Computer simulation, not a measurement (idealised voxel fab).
process module | voxel gate over fins
For reference, the cross-section in this document is cut, with width 175 nm and square cells of 5 nm.
Cross-section layout: square cells on a grid; listed as bands, top to bottom; a band spans one or more cell rows.
What a band's entry tells you: where the top is and where the bottom is, as heights in nm, and after that what lies inside, material by material from left to right, each with its width in nm. Empty space is written as the word "air", and a single material marked with the word "all across" occupies the band from edge to edge.
All heights in this document are referenced to 0, defined as the level beneath which the wafer, as received, consists entirely of one material. The lowest band is not bounded below; it extends indefinitely downward and is written in the form "z 0 and below".
When a width is written as two numbers, as in "30 to 40", the first number is the width in the top row of cells of the band and the second is the width in its bottom row, and the width changes by the same amount from each row to the next.
The designation "changes: none", where it is given for a processing step, indicates that no cell of the cross-section was altered in the course of that step.
Enclosed void list: empty space of 8 cells or more with no open way to the top, each as width x height at its distance from the left edge, in nm
It should be noted that, on the line of a given step, the content following the step's settings is a remark produced by the simulator itself with respect to that step.
"overlay nm" on a masked step: distance the mask lay right of its planned place, negative for left.

Listed below are the process steps as planned
1 RECEIVE [material Si]
2 CONFORMAL_DEP [material SiN] [thk nm 10]
3 PATTERN [tone cover] [mask id FINS] [material resist] [width nm 15] [pitch nm 35] [thk nm 20] [overlay nm 0]
4 DIRECTIONAL_ETCH [etch materials SiN] [depth nm 10]
5 DIRECTIONAL_ETCH [etch materials Si] [depth nm 30]
6 STRIP [etch materials resist]
7 OXIDIZE [depth nm 5]
8 FILL_DEP [material SiO2] [thk nm 15]
9 CMP [height nm 10]
10 SELECTIVE_ETCH [etch materials SiO2] [depth nm 25]
11 STRIP [etch materials SiN]
12 CONFORMAL_DEP [material HfO2] [thk nm 5]
13 CONFORMAL_DEP [material TiN] [thk nm 5]
14 CONFORMAL_DEP [material TiAl] [thk nm 5]
15 CONFORMAL_DEP [material TiN] [thk nm 5]
16 FILL_DEP [material W] [thk nm 15]
17 CMP [height nm 30]
18 CONFORMAL_DEP [material SiCN] [thk nm 10]

Cross-sectional view of the wafer in its as-received condition, corresponding to the state after step 1
	z 0 and below = Si all across
	Enclosed void list: none

Below is the wafer in cross-section after the module was completed. It began from the starting point shown above and followed the plan shown above, except that one mistake was made while running it
	z 40 to 30 = SiCN all across
	z 30 to 20 = W all across
	z 20 to 15 = W 30  TiN 115  W 30
	z 15 to 10 = W 30  TiN 5  TiAl 105  TiN 5  W 30
	z 10 to 5 = W 30  TiN 5  TiAl 5  TiN 25  TiAl 10  TiN 25  TiAl 10  TiN 25  TiAl 5  TiN 5  W 30
	z 5 to 0 = TiN 35  TiAl 5  TiN 5  HfO2 15  TiN 5  TiAl 10  TiN 5  HfO2 15  TiN 5  TiAl 10  TiN 5  HfO2 15  TiN 5  TiAl 5  TiN 35
	z 0 to -5 = TiAl 40  TiN 5  HfO2 5  Si 5  HfO2 5  TiN 5  TiAl 10  TiN 5  HfO2 5  Si 5  HfO2 5  TiN 5  TiAl 10  TiN 5  HfO2 5  Si 5  HfO2 5  TiN 5  TiAl 40
	z -5 to -10 = TiN 45  HfO2 5  Si 5  HfO2 5  TiN 20  HfO2 5  Si 5  HfO2 5  TiN 20  HfO2 5  Si 5  HfO2 5  TiN 45
	z -10 to -15 = HfO2 50  Si 5  HfO2 30  Si 5  HfO2 30  Si 5  HfO2 50
	z -15 to -65 = SiO2 50  Si 5  SiO2 30  Si 5  SiO2 30  Si 5  SiO2 50
	z -65 and below = Si all across
	Enclosed void list: none
Against the plan, the run slipped here: plan step 5 ran twice
